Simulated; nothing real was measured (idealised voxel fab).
This is a process module. Its name is voxel fin reveal.
The figure presents cross-section cut, which has a width of 230 nm and is divided into square cells with an edge length of 5 nm.
Heads up, the way a cross-section reads in here is a grid of square cells, handed over as bands from the top down, with every band being one or more rows of cells.
Per band: top height and bottom height in nm, followed by the left-to-right materials and their widths in nm; "everywhere" marks a single material spanning edge to edge, "air" marks empty space.
Heights from 0 (as-received wafer is one material below). Bottom band endless downward, as "0 -> down".
Width: "30 to 40" (first number = top row, second number = bottom row, same change from row to row of cells).
No cell of the cross-section changed in a step that is given as "remained unchanged".
Reported under the label "Trapped cavities" are the empty spaces having no open way to the top and comprising 8 cells or more; the notation for each is width x height at distance, in which the distance is measured from the left edge and all three values are in nm.
On a step's line, text after the settings is the simulator commenting on that step.
overlay nm: mask right of planned place by this much (step with mask). Neg. = left.
### Set out below are the planned steps of the process
| 1 | RECEIVE (material Si) |
| 2 | CONFORMAL_DEP (material SiN; thk nm 5) |
| 3 | MASKED_ETCH (tone cover; mask id FINS; width nm 15; pitch nm 35; etch materials SiN; depth nm 5; overlay nm 0) |
| 4 | MASKED_ETCH (tone cover; mask id FINS; width nm 15; pitch nm 35; etch materials Si; depth nm 30; overlay nm 0) |
| 5 | OXIDIZE (depth nm 5) |
| 6 | FILL_DEP (material SiO2; thk nm 5) |
| 7 | CMP (height nm 5) |
| 8 | SELECTIVE_ETCH (etch materials SiO2; depth nm 25) |
| 9 | STRIP (etch materials SiN) |
### as received, after step 1
	0 -> down | Si everywhere
	Trapped cavities: none
### Cross-section at module end, one run error; start and plan unchanged from above
	0 -> -5 | Si=85, then air=25, then Si=10, then air=25, then Si=85
	-5 -> down | Si everywhere
	Trapped cavities: none
Run error: step 3 ran with different settings than intended, the actual operation and settings being MASKED_ETCH (tone open; mask id FINS; width nm 15; pitch nm 35; etch materials SiN; depth nm 5; overlay nm 0)
